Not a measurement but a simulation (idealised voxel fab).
Module name: voxel transistor to metal (process module)
Shown is cross-section cut, with a width of 210 nm and square cells of size 5 nm.
Cross-section spec: square-cell grid; bands listed top down; each band is one or more rows. Top, bottom (nm), then materials left to right with widths (nm); lone material tagged "full width" fills the whole band edge to edge; "blank" = empty space. Basically, 0 is our baseline, since under it the wafer straight out of the box is all one material. The bottom band has no lower end and keeps on going down, so it looks like "0 and below". Width: "30..40" (first number = top row, second number = bottom row, same change from row to row of cells). "no modifications" after a step means that no cell of the cross-section changed. Closed empty spaces (no open way to the top) of 8 cells or more are what "Closed void catalog" lists, each as width x height at distance from the left edge, nm for all three. Step line, after settings: the simulator's comment on this step. The optional step-line setting "overlay nm" applies to steps with a mask and quantifies how far to the right of its planned location the mask lay, a negative value indicating leftward placement. So the way this works: pairs, before and after one process step. The after picture only goes down to the lowest band that actually changed, nothing below. Step and its settings are under each pair. And watch out, pairs might come from different runs of this module, same starting wafer though, so a pair only follows on from the one above if its "Pre-process state" entry tells you so.
Pre-process state
* 30 down to 25  blank: 80 / SiN: 5 / blank: 35 / SiN: 5 / blank: 85
* 25 down to 5  SiO2: 80 / SiN: 5 / blank: 35 / SiN: 5 / SiO2: 85
* 5 down to 0  SiO2: 50 / SiN: 5 / SiO2: 25 / SiN: 5 / blank: 35 / SiN: 5 / SiO2: 25 / SiN: 5 / SiO2: 55
* 0 down to -5  SiO2: 75 / SiGe: 5 / SiO2: 5 / blank: 35 / SiO2: 5 / SiGe: 5 / SiO2: 80
* -5 down to -10  SiO2: 55 / SiGe: 25 / Si: 45 / SiGe: 25 / SiO2: 60
* -10 down to -20  SiO2: 55 / Si: 95 / SiO2: 60
* -20 and below  Si full width
* Closed void catalog: none
Sectional View, Post-Process
* 35 down to 30  blank: 75 / HfO2: 15 / blank: 25 / HfO2: 15 / blank: 80
* 30 down to 25  HfO2: 80 / SiN: 5 / HfO2: 5 / blank: 25 / HfO2: 5 / SiN: 5 / HfO2: 85
* 25 down to 5  SiO2: 80 / SiN: 5 / HfO2: 5 / blank: 25 / HfO2: 5 / SiN: 5 / SiO2: 85
* 5 down to 0  SiO2: 50 / SiN: 5 / SiO2: 25 / SiN: 5 / HfO2: 5 / blank: 25 / HfO2: 5 / SiN: 5 / SiO2: 25 / SiN: 5 / SiO2: 55
* 0 down to -5  SiO2: 75 / SiGe: 5 / SiO2: 5 / HfO2: 35 / SiO2: 5 / SiGe: 5 / SiO2: 80
* At heights below -5, the structure remains unaltered.
* Closed void catalog: none
Between before and after as drawn above: CONFORMAL_DEP: material HfO2, thk nm 5
Pre-process state: starting point is the after cross-section of the pair just above.
Sectional View, Post-Process
* 40 down to 35  blank: 70 / TiN: 25 / blank: 15 / TiN: 25 / blank: 75
* 35 down to 30  TiN: 75 / HfO2: 15 / TiN: 5 / blank: 15 / TiN: 5 / HfO2: 15 / TiN: 80
* 30 down to 25  HfO2: 80 / SiN: 5 / HfO2: 5 / TiN: 5 / blank: 15 / TiN: 5 / HfO2: 5 / SiN: 5 / HfO2: 85
* 25 down to 5  SiO2: 80 / SiN: 5 / HfO2: 5 / TiN: 5 / blank: 15 / TiN: 5 / HfO2: 5 / SiN: 5 / SiO2: 85
* 5 down to 0  SiO2: 50 / SiN: 5 / SiO2: 25 / SiN: 5 / HfO2: 5 / TiN: 25 / HfO2: 5 / SiN: 5 / SiO2: 25 / SiN: 5 / SiO2: 55
* At heights below 0, the structure remains unaltered.
* Closed void catalog: none
Between before and after as drawn above: CONFORMAL_DEP: material TiN, thk nm 5
Pre-process state: starting point is the after cross-section of the pair just above.
Sectional View, Post-Process
* 50 down to 40  W full width
* 40 down to 35  W: 70 / TiN: 25 / W: 15 / TiN: 25 / W: 75
* 35 down to 30  TiN: 75 / HfO2: 15 / TiN: 5 / W: 15 / TiN: 5 / HfO2: 15 / TiN: 80
* 30 down to 25  HfO2: 80 / SiN: 5 / HfO2: 5 / TiN: 5 / W: 15 / TiN: 5 / HfO2: 5 / SiN: 5 / HfO2: 85
* 25 down to 5  SiO2: 80 / SiN: 5 / HfO2: 5 / TiN: 5 / W: 15 / TiN: 5 / HfO2: 5 / SiN: 5 / SiO2: 85
* At heights below 5, the structure remains unaltered.
* Closed void catalog: none
Between before and after as drawn above: FILL_DEP: material W, thk nm 10
Pre-process state: starting point is the after cross-section of the pair just above.
Sectional View, Post-Process
* 25 down to 5  SiO2: 80 / SiN: 5 / HfO2: 5 / TiN: 5 / W: 15 / TiN: 5 / HfO2: 5 / SiN: 5 / SiO2: 85
* At heights below 5, the structure remains unaltered.
* Closed void catalog: none
Between before and after as drawn above: CMP: height nm 25
Pre-process state: starting point is the after cross-section of the pair just above.
Sectional View, Post-Process
* 40 down to 25  SiO2 full width
* At heights below 25, the structure remains unaltered.
* Closed void catalog: none
Between before and after as drawn above: DIRECTIONAL_DEP: material SiO2, thk nm 15
Pre-process state: starting point is the after cross-section of the pair just above.
Sectional View, Post-Process
* 55 down to 40  aC full width
* At heights below 40, the structure remains unaltered.
* Closed void catalog: none
Between before and after as drawn above: DIRECTIONAL_DEP: material aC, thk nm 15
Pre-process state: starting point is the after cross-section of the pair just above.
Sectional View, Post-Process
* 85 down to 55  resist: 55 / blank: 20 / resist: 55 / blank: 20 / resist: 60
* At heights below 55, the structure remains unaltered.
* Closed void catalog: none
Between before and after as drawn above: PATTERN: tone open, mask id CONTACT, material resist, width nm 20, pitch nm 75, thk nm 30, overlay nm 0
Pre-process state: starting point is the after cross-section of the pair just above.
Sectional View, Post-Process
* 70 down to 55  resist: 55 / blank: 20 / resist: 55 / blank: 20 / resist: 60
* 55 down to 40  aC: 55 / blank: 20 / aC: 55 / blank: 20 / aC: 60
* At heights below 40, the structure remains unaltered.
* Closed void catalog: none
Between before and after as drawn above: DIRECTIONAL_ETCH: etch materials aC, depth nm 15
Pre-process state: starting point is the after cross-section of the pair just above.
Sectional View, Post-Process
* 55 down to 40  aC: 55 / blank: 20 / aC: 55 / blank: 20 / aC: 60
* At heights below 40, the structure remains unaltered.
* Closed void catalog: none
Between before and after as drawn above: STRIP: etch materials resist
Pre-process state: starting point is the after cross-section of the pair just above.
Sectional View, Post-Process
* 55 down to 40  aC: 55 / blank: 20 / aC: 55 / blank: 20 / aC: 60
* 40 down to 25  SiO2: 55 / blank: 20 / SiO2: 55 / blank: 20 / SiO2: 60
* 25 down to 5  SiO2: 55 / blank: 20 / SiO2: 5 / SiN: 5 / HfO2: 5 / TiN: 5 / W: 15 / TiN: 5 / HfO2: 5 / SiN: 5 / SiO2: 5 / blank: 20 / SiO2: 60
* 5 down to 0  SiO2: 50 / SiN: 5 / blank: 20 / SiO2: 5 / SiN: 5 / HfO2: 5 / TiN: 25 / HfO2: 5 / SiN: 5 / SiO2: 5 / blank: 20 / SiN: 5 / SiO2: 55
* 0 down to -5  SiO2: 55 / blank: 20 / SiGe: 5 / SiO2: 5 / HfO2: 35 / SiO2: 5 / SiGe: 5 / blank: 20 / SiO2: 60
* At heights below -5, the structure remains unaltered.
* Closed void catalog: none
Between before and after as drawn above: DIRECTIONAL_ETCH: etch materials SiO2, depth nm 45
Pre-process state: starting point is the after cross-section of the pair just above.
Sectional View, Post-Process
* 40 down to 25  SiO2: 55 / blank: 20 / SiO2: 55 / blank: 20 / SiO2: 60
* At heights below 25, the structure remains unaltered.
* Closed void catalog: none
Between before and after as drawn above: STRIP: etch materials aC
Pre-process state: starting point is the after cross-section of the pair just above.
Sectional View, Post-Process
* 45 down to 40  TiN: 60 / blank: 10 / TiN: 65 / blank: 10 / TiN: 65
* 40 down to 25  SiO2: 55 / TiN: 5 / blank: 10 / TiN: 5 / SiO2: 55 / TiN: 5 / blank: 10 / TiN: 5 / SiO2: 60
* 25 down to 5  SiO2: 55 / TiN: 5 / blank: 10 / TiN: 5 / SiO2: 5 / SiN: 5 / HfO2: 5 / TiN: 5 / W: 15 / TiN: 5 / HfO2: 5 / SiN: 5 / SiO2: 5 / TiN: 5 / blank: 10 / TiN: 5 / SiO2: 60
* 5 down to 0  SiO2: 50 / SiN: 5 / TiN: 5 / blank: 10 / TiN: 5 / SiO2: 5 / SiN: 5 / HfO2: 5 / TiN: 25 / HfO2: 5 / SiN: 5 / SiO2: 5 / TiN: 5 / blank: 10 / TiN: 5 / SiN: 5 / SiO2: 55
* 0 down to -5  SiO2: 55 / TiN: 20 / SiGe: 5 / SiO2: 5 / HfO2: 35 / SiO2: 5 / SiGe: 5 / TiN: 20 / SiO2: 60
* At heights below -5, the structure remains unaltered.
* Closed void catalog: none
Between before and after as drawn above: CONFORMAL_DEP: material TiN, thk nm 5
Pre-process state: starting point is the after cross-section of the pair just above.
Sectional View, Post-Process
* 50 down to 45  W full width
* 45 down to 40  TiN: 60 / W: 10 / TiN: 65 / W: 10 / TiN: 65
* 40 down to 25  SiO2: 55 / TiN: 5 / W: 10 / TiN: 5 / SiO2: 55 / TiN: 5 / W: 10 / TiN: 5 / SiO2: 60
* 25 down to 5  SiO2: 55 / TiN: 5 / W: 10 / TiN: 5 / SiO2: 5 / SiN: 5 / HfO2: 5 / TiN: 5 / W: 15 / TiN: 5 / HfO2: 5 / SiN: 5 / SiO2: 5 / TiN: 5 / W: 10 / TiN: 5 / SiO2: 60
* 5 down to 0  SiO2: 50 / SiN: 5 / TiN: 5 / W: 10 / TiN: 5 / SiO2: 5 / SiN: 5 / HfO2: 5 / TiN: 25 / HfO2: 5 / SiN: 5 / SiO2: 5 / TiN: 5 / W: 10 / TiN: 5 / SiN: 5 / SiO2: 55
* At heights below 0, the structure remains unaltered.
* Closed void catalog: none
Between before and after as drawn above: FILL_DEP: material W, thk nm 5
Pre-process state: starting point is the after cross-section of the pair just above.
Sectional View, Post-Process
* 40 down to 25  SiO2: 55 / TiN: 5 / W: 10 / TiN: 5 / SiO2: 55 / TiN: 5 / W: 10 / TiN: 5 / SiO2: 60
* At heights below 25, the structure remains unaltered.
* Closed void catalog: none
Between before and after as drawn above: CMP: height nm 40
Pre-process state: starting point is the after cross-section of the pair just above.
Sectional View, Post-Process
* 45 down to 40  SiN full width
* At heights below 40, the structure remains unaltered.
* Closed void catalog: none
Between before and after as drawn above: CONFORMAL_DEP: material SiN, thk nm 5
Pre-process state: starting point is the after cross-section of the pair just above.
Sectional View, Post-Process
* 60 down to 45  SiO2 full width
* At heights below 45, the structure remains unaltered.
* Closed void catalog: none
Between before and after as drawn above: DIRECTIONAL_DEP: material SiO2, thk nm 15
Pre-process state: starting point is the after cross-section of the pair just above.
Sectional View, Post-Process
* 60 down to 45  SiO2: 55 / blank: 20 / SiO2: 55 / blank: 20 / SiO2: 60
* At heights below 45, the structure remains unaltered.
* Closed void catalog: none
Between before and after as drawn above: MASKED_ETCH: tone open, mask id METAL_1, width nm 20, pitch nm 75, etch materials SiO2, depth nm 15, overlay nm 0
Pre-process state: starting point is the after cross-section of the pair just above.
Sectional View, Post-Process
* 60 down to 45  SiO2: 55 / blank: 20 / SiO2: 55 / blank: 20 / SiO2: 60
* 45 down to 40  SiN: 55 / blank: 20 / SiN: 55 / blank: 20 / SiN: 60
* At heights below 40, the structure remains unaltered.
* Closed void catalog: none
Between before and after as drawn above: MASKED_ETCH: tone open, mask id METAL_1, width nm 20, pitch nm 75, etch materials SiN, depth nm 5, overlay nm 0
Pre-process state: starting point is the after cross-section of the pair just above.
Sectional View, Post-Process
* 65 down to 60  TiN: 60 / blank: 10 / TiN: 65 / blank: 10 / TiN: 65
* 60 down to 45  SiO2: 55 / TiN: 5 / blank: 10 / TiN: 5 / SiO2: 55 / TiN: 5 / blank: 10 / TiN: 5 / SiO2: 60
* 45 down to 40  SiN: 55 / TiN: 20 / SiN: 55 / TiN: 20 / SiN: 60
* At heights below 40, the structure remains unaltered.
* Closed void catalog: none
Between before and after as drawn above: CONFORMAL_DEP: material TiN, thk nm 5
Pre-process state: starting point is the after cross-section of the pair just above.
Sectional View, Post-Process
* 70 down to 65  Cu full width
* 65 down to 60  TiN: 60 / Cu: 10 / TiN: 65 / Cu: 10 / TiN: 65
* 60 down to 45  SiO2: 55 / TiN: 5 / Cu: 10 / TiN: 5 / SiO2: 55 / TiN: 5 / Cu: 10 / TiN: 5 / SiO2: 60
* At heights below 45, the structure remains unaltered.
* Closed void catalog: none
Between before and after as drawn above: FILL_DEP: material Cu, thk nm 5
Pre-process state: starting point is the after cross-section of the pair just above.
Sectional View, Post-Process
* 60 down to 45  SiO2: 55 / TiN: 5 / Cu: 10 / TiN: 5 / SiO2: 55 / TiN: 5 / Cu: 10 / TiN: 5 / SiO2: 60
* At heights below 45, the structure remains unaltered.
* Closed void catalog: none
Between before and after as drawn above: CMP: height nm 60
Pre-process state: starting point is the after cross-section of the pair just above.
Sectional View, Post-Process
* 65 down to 60  blank: 50 / Ru: 30 / blank: 45 / Ru: 30 / blank: 55
* At heights below 60, the structure remains unaltered.
* Closed void catalog: none
Between before and after as drawn above: EPI: material Ru, thk nm 5
Pre-process state: starting point is the after cross-section of the pair just above.
Sectional View, Post-Process
* 70 down to 65  SiCN full width
* 65 down to 60  SiCN: 50 / Ru: 30 / SiCN: 45 / Ru: 30 / SiCN: 55
* At heights below 60, the structure remains unaltered.
* Closed void catalog: none
Between before and after as drawn above: FILL_DEP: material SiCN, thk nm 5
Pre-process state
* 30 down to 20  aC full width
* 20 down to 5  SiN full width
* 5 down to 0  SiO2 full width
* 0 and below  Si full width
* Closed void catalog: none
Sectional View, Post-Process
* 60 down to 30  blank: 50 / resist: 110 / blank: 50
* At heights below 30, the structure remains unaltered.
* Closed void catalog: none
Between before and after as drawn above: PATTERN: tone cover, mask id ACTIVE, material resist, width nm 110, thk nm 30, overlay nm 0
Pre-process state: starting point is the after cross-section of the pair just above.
Sectional View, Post-Process
* 50 down to 30  blank: 50 / resist: 110 / blank: 50
* 30 down to 20  blank: 50 / aC: 110 / blank: 50
* At heights below 20, the structure remains unaltered.
* Closed void catalog: none
Between before and after as drawn above: DIRECTIONAL_ETCH: etch materials aC, depth nm 10
Pre-process state: starting point is the after cross-section of the pair just above.
Sectional View, Post-Process
* 30 down to 20  blank: 50 / aC: 110 / blank: 50
* At heights below 20, the structure remains unaltered.
* Closed void catalog: none
Between before and after as drawn above: STRIP: etch materials resist
Pre-process state: starting point is the after cross-section of the pair just above.
Sectional View, Post-Process
* 30 down to 20  blank: 50 / aC: 110 / blank: 50
* 20 down to 5  blank: 50 / SiN: 110 / blank: 50
* At heights below 5, the structure remains unaltered.
* Closed void catalog: none
Between before and after as drawn above: DIRECTIONAL_ETCH: etch materials SiN, depth nm 15
Pre-process state: starting point is the after cross-section of the pair just above.
Sectional View, Post-Process
* 30 down to 20  blank: 50 / aC: 110 / blank: 50
* 20 down to 5  blank: 50 / SiN: 110 / blank: 50
* 5 down to 0  blank: 50 / SiO2: 110 / blank: 50
* At heights below 0, the structure remains unaltered.
* Closed void catalog: none
Between before and after as drawn above: DIRECTIONAL_ETCH: etch materials SiO2, depth nm 5
Pre-process state: starting point is the after cross-section of the pair just above.
Sectional View, Post-Process
* 30 down to 20  blank: 50 / aC: 110 / blank: 50
* 20 down to 5  blank: 50 / SiN: 110 / blank: 50
* 5 down to 0  blank: 50 / SiO2: 110 / blank: 50
* 0 down to -25  blank: 50 / Si: 110 / blank: 50
* At heights below -25, the structure remains unaltered.
* Closed void catalog: none
Between before and after as drawn above: DIRECTIONAL_ETCH: etch materials Si, depth nm 25
Pre-process state: starting point is the after cross-section of the pair just above.
Sectional View, Post-Process
* 20 down to 5  blank: 50 / SiN: 110 / blank: 50
* At heights below 5, the structure remains unaltered.
* Closed void catalog: none
Between before and after as drawn above: STRIP: etch materials aC
Pre-process state: starting point is the after cross-section of the pair just above.
Sectional View, Post-Process
* 20 down to 5  blank: 50 / SiN: 110 / blank: 50
* 5 down to 0  blank: 50 / SiO2: 110 / blank: 50
* 0 down to -25  blank: 50 / SiO2: 5 / Si: 100 / SiO2: 5 / blank: 50
* -25 down to -30  SiO2: 55 / Si: 100 / SiO2: 55
* At heights below -30, the structure remains unaltered.
* Closed void catalog: none
Between before and after as drawn above: OXIDIZE: depth nm 5
Pre-process state: starting point is the after cross-section of the pair just above.
Sectional View, Post-Process
* 25 down to 20  SiO2 full width
* 20 down to 5  SiO2: 50 / SiN: 110 / SiO2: 50
* 5 down to 0  SiO2 full width
* 0 down to -30  SiO2: 55 / Si: 100 / SiO2: 55
* At heights below -30, the structure remains unaltered.
* Closed void catalog: none
Between before and after as drawn above: FILL_DEP: material SiO2, thk nm 5
Pre-process state: starting point is the after cross-section of the pair just above.
Sectional View, Post-Process
* 20 down to 5  SiO2: 50 / SiN: 110 / SiO2: 50
* At heights below 5, the structure remains unaltered.
* Closed void catalog: none
Between before and after as drawn above: CMP: height nm 20
Pre-process state: starting point is the after cross-section of the pair just above.
Sectional View, Post-Process
* 20 down to 10  blank: 50 / SiN: 110 / blank: 50
* At heights below 10, the structure remains unaltered.
* Closed void catalog: none
Between before and after as drawn above: SELECTIVE_ETCH: etch materials SiO2, depth nm 10
Pre-process state: starting point is the after cross-section of the pair just above.
Sectional View, Post-Process
* 10 down to 5  SiO2: 50 / blank: 110 / SiO2: 50
* At heights below 5, the structure remains unaltered.
* Closed void catalog: none
Between before and after as drawn above: STRIP: etch materials SiN
Pre-process state: starting point is the after cross-section of the pair just above.
Sectional View, Post-Process
* 5 down to 0  SiO2: 45 / blank: 120 / SiO2: 45
* At heights below 0, the structure remains unaltered.
* Closed void catalog: none
Between before and after as drawn above: SELECTIVE_ETCH: etch materials SiO2, depth nm 5
Pre-process state: starting point is the after cross-section of the pair just above.
Sectional View, Post-Process
* 5 down to 0  SiO2: 45 / blank: 120 / SiO2: 45
* 0 down to -5  SiO2 full width
* At heights below -5, the structure remains unaltered.
* Closed void catalog: none
Between before and after as drawn above: OXIDIZE: depth nm 5
Pre-process state: starting point is the after cross-section of the pair just above.
Sectional View, Post-Process
* 35 down to 30  polySi: 45 / blank: 120 / polySi: 45
* 30 down to 5  polySi full width
* 5 down to 0  SiO2: 45 / polySi: 120 / SiO2: 45
* At heights below 0, the structure remains unaltered.
* Closed void catalog: none
Between before and after as drawn above: DIRECTIONAL_DEP: material polySi, thk nm 30
Pre-process state: starting point is the after cross-section of the pair just above.
Sectional View, Post-Process
* 50 down to 45  SiCN: 45 / blank: 120 / SiCN: 45
* 45 down to 35  SiCN full width
* 35 down to 30  polySi: 45 / SiCN: 120 / polySi: 45
* At heights below 30, the structure remains unaltered.
* Closed void catalog: none
Between before and after as drawn above: DIRECTIONAL_DEP: material SiCN, thk nm 15
Pre-process state: starting point is the after cross-section of the pair just above.
Sectional View, Post-Process
* 45 down to 35  blank: 90 / SiCN: 25 / blank: 95
* 35 down to 30  polySi: 45 / blank: 45 / SiCN: 25 / blank: 50 / polySi: 45
* At heights below 30, the structure remains unaltered.
* Closed void catalog: none
Between before and after as drawn above: MASKED_ETCH: tone cover, mask id GATE, width nm 25, etch materials SiCN, depth nm 25, overlay nm 0
Pre-process state: starting point is the after cross-section of the pair just above.
Sectional View, Post-Process
* 45 down to 30  blank: 90 / SiCN: 25 / blank: 95
* 30 down to 5  blank: 90 / polySi: 25 / blank: 95
* 5 down to 0  SiO2: 45 / blank: 45 / polySi: 25 / blank: 50 / SiO2: 45
* At heights below 0, the structure remains unaltered.
* Closed void catalog: none
Between before and after as drawn above: MASKED_ETCH: tone cover, mask id GATE, width nm 25, etch materials polySi, depth nm 40, overlay nm 0
Pre-process state: starting point is the after cross-section of the pair just above.
Sectional View, Post-Process
* 50 down to 45  blank: 85 / SiO2: 35 / blank: 90
* 45 down to 30  blank: 85 / SiO2: 5 / SiCN: 25 / SiO2: 5 / blank: 90
* 30 down to 10  blank: 85 / SiO2: 5 / polySi: 25 / SiO2: 5 / blank: 90
* 10 down to 5  SiO2: 50 / blank: 35 / SiO2: 5 / polySi: 25 / SiO2: 5 / blank: 40 / SiO2: 50
* 5 down to 0  SiO2: 90 / polySi: 25 / SiO2: 95
* At heights below 0, the structure remains unaltered.
* Closed void catalog: none
Between before and after as drawn above: CONFORMAL_DEP: material SiO2, thk nm 5
Pre-process state: starting point is the after cross-section of the pair just above.
Sectional View, Post-Process
* 45 down to 30  blank: 85 / SiO2: 5 / SiCN: 25 / SiO2: 5 / blank: 90
* 30 down to 5  blank: 85 / SiO2: 5 / polySi: 25 / SiO2: 5 / blank: 90
* 5 down to 0  SiO2: 50 / blank: 35 / SiO2: 5 / polySi: 25 / SiO2: 5 / blank: 40 / SiO2: 50
* At heights below 0, the structure remains unaltered.
* Closed void catalog: none
Between before and after as drawn above: DIRECTIONAL_ETCH: etch materials SiO2, depth nm 5
Pre-process state: starting point is the after cross-section of the pair just above.
Sectional View, Post-Process
* 50 down to 45  blank: 80 / SiN: 45 / blank: 85
* 45 down to 30  blank: 80 / SiN: 5 / SiO2: 5 / SiCN: 25 / SiO2: 5 / SiN: 5 / blank: 85
* 30 down to 10  blank: 80 / SiN: 5 / SiO2: 5 / polySi: 25 / SiO2: 5 / SiN: 5 / blank: 85
* 10 down to 5  SiN: 55 / blank: 25 / SiN: 5 / SiO2: 5 / polySi: 25 / SiO2: 5 / SiN: 5 / blank: 30 / SiN: 55
* 5 down to 0  SiO2: 50 / SiN: 35 / SiO2: 5 / polySi: 25 / SiO2: 5 / SiN: 40 / SiO2: 50
* At heights below 0, the structure remains unaltered.
* Closed void catalog: none
Between before and after as drawn above: CONFORMAL_DEP: material SiN, thk nm 5
Pre-process state: starting point is the after cross-section of the pair just above.
Sectional View, Post-Process
* 45 down to 30  blank: 80 / SiN: 5 / SiO2: 5 / SiCN: 25 / SiO2: 5 / SiN: 5 / blank: 85
* 30 down to 5  blank: 80 / SiN: 5 / SiO2: 5 / polySi: 25 / SiO2: 5 / SiN: 5 / blank: 85
* 5 down to 0  SiO2: 50 / SiN: 5 / blank: 25 / SiN: 5 / SiO2: 5 / polySi: 25 / SiO2: 5 / SiN: 5 / blank: 30 / SiN: 5 / SiO2: 50
* At heights below 0, the structure remains unaltered.
* Closed void catalog: none
Between before and after as drawn above: DIRECTIONAL_ETCH: etch materials SiN, depth nm 5
Pre-process state: starting point is the after cross-section of the pair just above.
Sectional View, Post-Process
* 45 down to 40  blank: 80 / SiN: 5 / blank: 5 / SiCN: 25 / blank: 5 / SiN: 5 / blank: 85
* 40 down to 30  blank: 80 / SiN: 5 / SiO2: 5 / SiCN: 25 / SiO2: 5 / SiN: 5 / blank: 85
* 30 down to 5  blank: 80 / SiN: 5 / SiO2: 5 / polySi: 25 / SiO2: 5 / SiN: 5 / blank: 85
* 5 down to 0  blank: 50 / SiN: 5 / blank: 25 / SiN: 5 / SiO2: 5 / polySi: 25 / SiO2: 5 / SiN: 5 / blank: 30 / SiN: 5 / blank: 50
* 0 down to -5  SiO2: 55 / blank: 25 / SiO2: 45 / blank: 30 / SiO2: 55
* At heights below -5, the structure remains unaltered.
* Closed void catalog: none
Between before and after as drawn above: DIRECTIONAL_ETCH: etch materials SiO2, depth nm 5
Pre-process state: starting point is the after cross-section of the pair just above.
Sectional View, Post-Process
* 45 down to 40  blank: 80 / SiN: 5 / blank: 5 / SiCN: 25 / blank: 5 / SiN: 5 / blank: 85
* 40 down to 30  blank: 80 / SiN: 5 / SiO2: 5 / SiCN: 25 / SiO2: 5 / SiN: 5 / blank: 85
* 30 down to 5  blank: 80 / SiN: 5 / SiO2: 5 / polySi: 25 / SiO2: 5 / SiN: 5 / blank: 85
* 5 down to 0  blank: 50 / SiN: 5 / blank: 25 / SiN: 5 / SiO2: 5 / polySi: 25 / SiO2: 5 / SiN: 5 / blank: 30 / SiN: 5 / blank: 50
* 0 down to -5  SiO2: 55 / blank: 25 / SiO2: 45 / blank: 30 / SiO2: 55
* -5 down to -10  SiO2: 55 / blank: 25 / Si: 45 / blank: 30 / SiO2: 55
* At heights below -10, the structure remains unaltered.
* Closed void catalog: none
Between before and after as drawn above: DIRECTIONAL_ETCH: etch materials Si, depth nm 5
Pre-process state: starting point is the after cross-section of the pair just above.
Sectional View, Post-Process
* 45 down to 40  blank: 80 / SiN: 5 / blank: 5 / SiCN: 25 / blank: 5 / SiN: 5 / blank: 85
* 40 down to 30  blank: 80 / SiN: 5 / SiO2: 5 / SiCN: 25 / SiO2: 5 / SiN: 5 / blank: 85
* 30 down to 5  blank: 80 / SiN: 5 / SiO2: 5 / polySi: 25 / SiO2: 5 / SiN: 5 / blank: 85
* 5 down to 0  blank: 50 / SiN: 5 / blank: 25 / SiN: 5 / SiO2: 5 / polySi: 25 / SiO2: 5 / SiN: 5 / blank: 30 / SiN: 5 / blank: 50
* 0 down to -5  SiO2: 55 / blank: 20 / SiGe: 5 / SiO2: 45 / SiGe: 5 / blank: 25 / SiO2: 55
* -5 down to -10  SiO2: 55 / SiGe: 25 / Si: 45 / SiGe: 30 / SiO2: 55
* At heights below -10, the structure remains unaltered.
* Closed void catalog: none
Between before and after as drawn above: EPI: material SiGe, thk nm 5
Pre-process state: starting point is the after cross-section of the pair just above.
Sectional View, Post-Process
* 50 down to 45  SiO2 full width
* 45 down to 30  SiO2: 80 / SiN: 5 / SiO2: 5 / SiCN: 25 / SiO2: 5 / SiN: 5 / SiO2: 85
* 30 down to 5  SiO2: 80 / SiN: 5 / SiO2: 5 / polySi: 25 / SiO2: 5 / SiN: 5 / SiO2: 85
* 5 down to 0  SiO2: 50 / SiN: 5 / SiO2: 25 / SiN: 5 / SiO2: 5 / polySi: 25 / SiO2: 5 / SiN: 5 / SiO2: 30 / SiN: 5 / SiO2: 50
* 0 down to -5  SiO2: 75 / SiGe: 5 / SiO2: 45 / SiGe: 5 / SiO2: 80
* At heights below -5, the structure remains unaltered.
* Closed void catalog: none
Between before and after as drawn above: FILL_DEP: material SiO2, thk nm 5
Pre-process state: starting point is the after cross-section of the pair just above.
Sectional View, Post-Process
* 30 down to 5  SiO2: 80 / SiN: 5 / SiO2: 5 / polySi: 25 / SiO2: 5 / SiN: 5 / SiO2: 85
* At heights below 5, the structure remains unaltered.
* Closed void catalog: none
Between before and after as drawn above: CMP: height nm 30
Pre-process state: starting point is the after cross-section of the pair just above.
Sectional View, Post-Process
* 30 down to 5  SiO2: 80 / SiN: 5 / SiO2: 5 / blank: 25 / SiO2: 5 / SiN: 5 / SiO2: 85
* 5 down to 0  SiO2: 50 / SiN: 5 / SiO2: 25 / SiN: 5 / SiO2: 5 / blank: 25 / SiO2: 5 / SiN: 5 / SiO2: 30 / SiN: 5 / SiO2: 50
* At heights below 0, the structure remains unaltered.
* Closed void catalog: none
Between before and after as drawn above: STRIP: etch materials polySi
Pre-process state: starting point is the after cross-section of the pair just above.
Sectional View, Post-Process
* 30 down to 25  blank: 80 / SiN: 5 / blank: 35 / SiN: 5 / blank: 85
* 25 down to 5  SiO2: 80 / SiN: 5 / blank: 35 / SiN: 5 / SiO2: 85
* 5 down to 0  SiO2: 50 / SiN: 5 / SiO2: 25 / SiN: 5 / blank: 35 / SiN: 5 / SiO2: 30 / SiN: 5 / SiO2: 50
* 0 down to -5  SiO2: 75 / SiGe: 5 / SiO2: 5 / blank: 35 / SiO2: 5 / SiGe: 5 / SiO2: 80
* At heights below -5, the structure remains unaltered.
* Closed void catalog: none
Between before and after as drawn above: SELECTIVE_ETCH: etch materials SiO2, depth nm 5
Pre-process state: starting point is the after cross-section of the pair just above.
Sectional View, Post-Process
* 35 down to 30  blank: 75 / HfO2: 15 / blank: 25 / HfO2: 15 / blank: 80
* 30 down to 25  HfO2: 80 / SiN: 5 / HfO2: 5 / blank: 25 / HfO2: 5 / SiN: 5 / HfO2: 85
* 25 down to 5  SiO2: 80 / SiN: 5 / HfO2: 5 / blank: 25 / HfO2: 5 / SiN: 5 / SiO2: 85
* 5 down to 0  SiO2: 50 / SiN: 5 / SiO2: 25 / SiN: 5 / HfO2: 5 / blank: 25 / HfO2: 5 / SiN: 5 / SiO2: 30 / SiN: 5 / SiO2: 50
* 0 down to -5  SiO2: 75 / SiGe: 5 / SiO2: 5 / HfO2: 35 / SiO2: 5 / SiGe: 5 / SiO2: 80
* At heights below -5, the structure remains unaltered.
* Closed void catalog: none
Between before and after as drawn above: CONFORMAL_DEP: material HfO2, thk nm 5
Pre-process state: starting point is the after cross-section of the pair just above.
Sectional View, Post-Process
* 40 down to 35  blank: 70 / TiN: 25 / blank: 15 / TiN: 25 / blank: 75
* 35 down to 30  TiN: 75 / HfO2: 15 / TiN: 5 / blank: 15 / TiN: 5 / HfO2: 15 / TiN: 80
* 30 down to 25  HfO2: 80 / SiN: 5 / HfO2: 5 / TiN: 5 / blank: 15 / TiN: 5 / HfO2: 5 / SiN: 5 / HfO2: 85
* 25 down to 5  SiO2: 80 / SiN: 5 / HfO2: 5 / TiN: 5 / blank: 15 / TiN: 5 / HfO2: 5 / SiN: 5 / SiO2: 85
* 5 down to 0  SiO2: 50 / SiN: 5 / SiO2: 25 / SiN: 5 / HfO2: 5 / TiN: 25 / HfO2: 5 / SiN: 5 / SiO2: 30 / SiN: 5 / SiO2: 50
* At heights below 0, the structure remains unaltered.
* Closed void catalog: none
Between before and after as drawn above: CONFORMAL_DEP: material TiN, thk nm 5
Pre-process state: starting point is the after cross-section of the pair just above.
Sectional View, Post-Process
* 50 down to 40  W full width
* 40 down to 35  W: 70 / TiN: 25 / W: 15 / TiN: 25 / W: 75
* 35 down to 30  TiN: 75 / HfO2: 15 / TiN: 5 / W: 15 / TiN: 5 / HfO2: 15 / TiN: 80
* 30 down to 25  HfO2: 80 / SiN: 5 / HfO2: 5 / TiN: 5 / W: 15 / TiN: 5 / HfO2: 5 / SiN: 5 / HfO2: 85
* 25 down to 5  SiO2: 80 / SiN: 5 / HfO2: 5 / TiN: 5 / W: 15 / TiN: 5 / HfO2: 5 / SiN: 5 / SiO2: 85
* At heights below 5, the structure remains unaltered.
* Closed void catalog: none
Between before and after as drawn above: FILL_DEP: material W, thk nm 10
Pre-process state: starting point is the after cross-section of the pair just above.
Sectional View, Post-Process
* 25 down to 5  SiO2: 80 / SiN: 5 / HfO2: 5 / TiN: 5 / W: 15 / TiN: 5 / HfO2: 5 / SiN: 5 / SiO2: 85
* At heights below 5, the structure remains unaltered.
* Closed void catalog: none
Between before and after as drawn above: CMP: height nm 25
